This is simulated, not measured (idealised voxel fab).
The following process module bears the name voxel self aligned contacts.
Xsec cut, 230 nm wide, square cell size 5 nm.
Think of the cross-section as a grid of square cells. We describe it in bands, top to bottom, and each band covers one or more rows of those cells.
Basically the band line says how high the top is and how high the bottom is, in nm, and then what's in it from left to right, every material with its width in nm. Empty space shows up as "air", and if a single material carries "full width" it runs the full band edge to edge.
Height 0 is the level under which the wafer as received is all one material. The lowest band goes on downwards, as in "top 0, no bottom".
Top row gets the first number, bottom row gets the second, and each row in between changes by the same step: that is how a band width like "30 to 40" works.
"all unchanged", as given for a step, is the statement that not any cell of the cross-section underwent a change during that step.
Voids not open to the top, 8 cells minimum: see "Cavities, closed". Written width x height at distance; distance is from the left edge; nm.
Anything after a step's settings on that line? It's the simulator's own note about the step.
If you see "overlay nm" on a step's line and that step has a mask, it's telling you how far right of where it was planned the mask ended up; a negative number means it went left instead.
[Listed below are the process steps as planned]
1: RECEIVE | material Si
2: OXIDIZE | depth nm 5
3: DIRECTIONAL_DEP | material polySi | thk nm 30
4: DIRECTIONAL_DEP | material SiN | thk nm 20
5: PATTERN | tone cover | mask id GATE | material resist | width nm 35 | pitch nm 70 | thk nm 20 | overlay nm 0
6: DIRECTIONAL_ETCH | etch materials SiN | depth nm 20
7: DIRECTIONAL_ETCH | etch materials polySi | depth nm 30
8: STRIP | etch materials resist
9: CONFORMAL_DEP | material SiN | thk nm 5
10: DIRECTIONAL_ETCH | etch materials SiN | depth nm 5
11: FILL_DEP | material SiO2 | thk nm 20
12: CMP | height nm 60
13: MASKED_ETCH | tone open | mask id CONTACT | width nm 55 | etch materials SiO2 | depth nm 65 | overlay nm 0
14: CONFORMAL_DEP | material TiN | thk nm 5
15: FILL_DEP | material W | thk nm 5
16: CMP | height nm 60
17: CONFORMAL_DEP | material SiN | thk nm 5
[On the first of the two wafers: run conducted according to plan]
[Shown in cross-section is the wafer as received, that is, as it stands after step 1]
> top 0, no bottom | Si full width
> Cavities, closed: none
[After step 2, in cross-section]
> top 0, bottom -5 | SiO2 full width
> Below -5, no change.
[After step 3, in cross-section]
> top 30, bottom 0 | polySi full width
> Below 0, no change.
[After step 4, in cross-section]
> top 50, bottom 30 | SiN full width
> Below 30, no change.
[After step 5, in cross-section]
> top 70, bottom 50 | air=60, then resist=35, then air=35, then resist=35, then air=65
> Below 50, no change.
[After step 6, in cross-section]
> top 70, bottom 50 | air=60, then resist=35, then air=35, then resist=35, then air=65
> top 50, bottom 30 | air=60, then SiN=35, then air=35, then SiN=35, then air=65
> Below 30, no change.
[After step 7, in cross-section]
> top 70, bottom 50 | air=60, then resist=35, then air=35, then resist=35, then air=65
> top 50, bottom 30 | air=60, then SiN=35, then air=35, then SiN=35, then air=65
> top 30, bottom 0 | air=60, then polySi=35, then air=35, then polySi=35, then air=65
> Below 0, no change.
[After step 8, in cross-section]
> top 50, bottom 30 | air=60, then SiN=35, then air=35, then SiN=35, then air=65
> Below 30, no change.
[After step 9, in cross-section]
> top 55, bottom 30 | air=55, then SiN=45, then air=25, then SiN=45, then air=60
> top 30, bottom 5 | air=55, then SiN=5, then polySi=35, then SiN=5, then air=25, then SiN=5, then polySi=35, then SiN=5, then air=60
> top 5, bottom 0 | SiN=60, then polySi=35, then SiN=35, then polySi=35, then SiN=65
> Below 0, no change.
[After step 10, in cross-section]
> top 50, bottom 30 | air=55, then SiN=45, then air=25, then SiN=45, then air=60
> top 30, bottom 0 | air=55, then SiN=5, then polySi=35, then SiN=5, then air=25, then SiN=5, then polySi=35, then SiN=5, then air=60
> Below 0, no change.
[After step 11, in cross-section]
> top 70, bottom 50 | SiO2 full width
> top 50, bottom 30 | SiO2=55, then SiN=45, then SiO2=25, then SiN=45, then SiO2=60
> top 30, bottom 0 | SiO2=55, then SiN=5, then polySi=35, then SiN=5, then SiO2=25, then SiN=5, then polySi=35, then SiN=5, then SiO2=60
> Below 0, no change.
[After step 12, in cross-section]
> top 60, bottom 50 | SiO2 full width
> Below 50, no change.
[After step 13, in cross-section]
> top 60, bottom 50 | SiO2=85, then air=55, then SiO2=90
> top 50, bottom 30 | SiO2=55, then SiN=45, then air=25, then SiN=45, then SiO2=60
> top 30, bottom 0 | SiO2=55, then SiN=5, then polySi=35, then SiN=5, then air=25, then SiN=5, then polySi=35, then SiN=5, then SiO2=60
> top 0, bottom -5 | SiO2=100, then air=25, then SiO2=105
> Below -5, no change.
[After step 14, in cross-section]
> top 65, bottom 60 | TiN=90, then air=45, then TiN=95
> top 60, bottom 50 | SiO2=85, then TiN=5 to 20, then air=45 to 15, then TiN=5 to 20, then SiO2=90
> top 50, bottom 30 | SiO2=55, then SiN=45, then TiN=5, then air=15, then TiN=5, then SiN=45, then SiO2=60
> top 30, bottom 0 | SiO2=55, then SiN=5, then polySi=35, then SiN=5, then TiN=5, then air=15, then TiN=5, then SiN=5, then polySi=35, then SiN=5, then SiO2=60
> top 0, bottom -5 | SiO2=100, then TiN=25, then SiO2=105
> Below -5, no change.
[After step 15, in cross-section]
> top 70, bottom 65 | W full width
> top 65, bottom 60 | TiN=90, then W=45, then TiN=95
> top 60, bottom 50 | SiO2=85, then TiN=5 to 20, then W=45 to 15, then TiN=5 to 20, then SiO2=90
> top 50, bottom 30 | SiO2=55, then SiN=45, then TiN=5, then W=15, then TiN=5, then SiN=45, then SiO2=60
> top 30, bottom 0 | SiO2=55, then SiN=5, then polySi=35, then SiN=5, then TiN=5, then W=15, then TiN=5, then SiN=5, then polySi=35, then SiN=5, then SiO2=60
> Below 0, no change.
[After step 16, in cross-section]
> top 60, bottom 50 | SiO2=85, then TiN=5 to 20, then W=45 to 15, then TiN=5 to 20, then SiO2=90
> Below 50, no change.
[After step 17, in cross-section]
> top 65, bottom 60 | SiN full width
> Below 60, no change.
[For the second wafer, take the first wafer's start and plan, then add one mistake made in running it; everything through step 4, that step included, is shared with the first]
[At the planned end of step 5, the second wafer in cross-section]
> top 70, bottom 50 | resist=60, then air=35, then resist=35, then air=35, then resist=65
> Below 50, no change.
[At the planned end of step 6, the second wafer in cross-section]
> top 70, bottom 50 | resist=60, then air=35, then resist=35, then air=35, then resist=65
> top 50, bottom 30 | SiN=60, then air=35, then SiN=35, then air=35, then SiN=65
> Below 30, no change.
[At the planned end of step 7, the second wafer in cross-section]
> top 70, bottom 50 | resist=60, then air=35, then resist=35, then air=35, then resist=65
> top 50, bottom 30 | SiN=60, then air=35, then SiN=35, then air=35, then SiN=65
> top 30, bottom 0 | polySi=60, then air=35, then polySi=35, then air=35, then polySi=65
> Below 0, no change.
[At the planned end of step 8, the second wafer in cross-section]
> top 50, bottom 30 | SiN=60, then air=35, then SiN=35, then air=35, then SiN=65
> Below 30, no change.
[At the planned end of step 9, the second wafer in cross-section]
> top 55, bottom 30 | SiN=65, then air=25, then SiN=45, then air=25, then SiN=70
> top 30, bottom 5 | polySi=60, then SiN=5, then air=25, then SiN=5, then polySi=35, then SiN=5, then air=25, then SiN=5, then polySi=65
> top 5, bottom 0 | polySi=60, then SiN=35, then polySi=35, then SiN=35, then polySi=65
> Below 0, no change.
[At the planned end of step 10, the second wafer in cross-section]
> top 50, bottom 30 | SiN=65, then air=25, then SiN=45, then air=25, then SiN=70
> top 30, bottom 0 | polySi=60, then SiN=5, then air=25, then SiN=5, then polySi=35, then SiN=5, then air=25, then SiN=5, then polySi=65
> Below 0, no change.
[At the planned end of step 11, the second wafer in cross-section]
> top 70, bottom 50 | SiO2 full width
> top 50, bottom 30 | SiN=65, then SiO2=25, then SiN=45, then SiO2=25, then SiN=70
> top 30, bottom 0 | polySi=60, then SiN=5, then SiO2=25, then SiN=5, then polySi=35, then SiN=5, then SiO2=25, then SiN=5, then polySi=65
> Below 0, no change.
[At the planned end of step 12, the second wafer in cross-section]
> top 60, bottom 50 | SiO2 full width
> Below 50, no change.
[At the planned end of step 13, the second wafer in cross-section]
> top 60, bottom 50 | SiO2=85, then air=55, then SiO2=90
> top 50, bottom 30 | SiN=65, then SiO2=20, then air=5, then SiN=45, then air=5, then SiO2=20, then SiN=70
> top 30, bottom 0 | polySi=60, then SiN=5, then SiO2=20, then air=5, then SiN=5, then polySi=35, then SiN=5, then air=5, then SiO2=20, then SiN=5, then polySi=65
> top 0, bottom -5 | SiO2=85, then air=5, then SiO2=45, then air=5, then SiO2=90
> Below -5, no change.
[At the planned end of step 14, the second wafer in cross-section]
> top 65, bottom 60 | TiN=90, then air=45, then TiN=95
> top 60, bottom 55 | SiO2=85, then TiN=5, then air=45, then TiN=5, then SiO2=90
> top 55, bottom 50 | SiO2=85, then TiN=55, then SiO2=90
> top 50, bottom 30 | SiN=65, then SiO2=20, then TiN=5, then SiN=45, then TiN=5, then SiO2=20, then SiN=70
> top 30, bottom 0 | polySi=60, then SiN=5, then SiO2=20, then TiN=5, then SiN=5, then polySi=35, then SiN=5, then TiN=5, then SiO2=20, then SiN=5, then polySi=65
> top 0, bottom -5 | SiO2=85, then TiN=5, then SiO2=45, then TiN=5, then SiO2=90
> Below -5, no change.
[At the planned end of step 15, the second wafer in cross-section]
> top 70, bottom 65 | W full width
> top 65, bottom 60 | TiN=90, then W=45, then TiN=95
> top 60, bottom 55 | SiO2=85, then TiN=5, then W=45, then TiN=5, then SiO2=90
> Below 55, no change.
[At the planned end of step 16, the second wafer in cross-section]
> top 60, bottom 55 | SiO2=85, then TiN=5, then W=45, then TiN=5, then SiO2=90
> Below 55, no change.
[At the planned end of step 17, the second wafer in cross-section]
> top 65, bottom 60 | SiN full width
> Below 60, no change.
Want to know what went wrong? it should be noted that step 5 was executed with settings other than those planned, the operation and settings actually applied being PATTERN | tone open | mask id GATE | material resist | width nm 35 | pitch nm 70 | thk nm 20 | overlay nm 0
Final tally in cells, some materials are higher or lower on the second wafer than on the first: SiN +72 | SiO2 -147 | W -33 | polySi +108
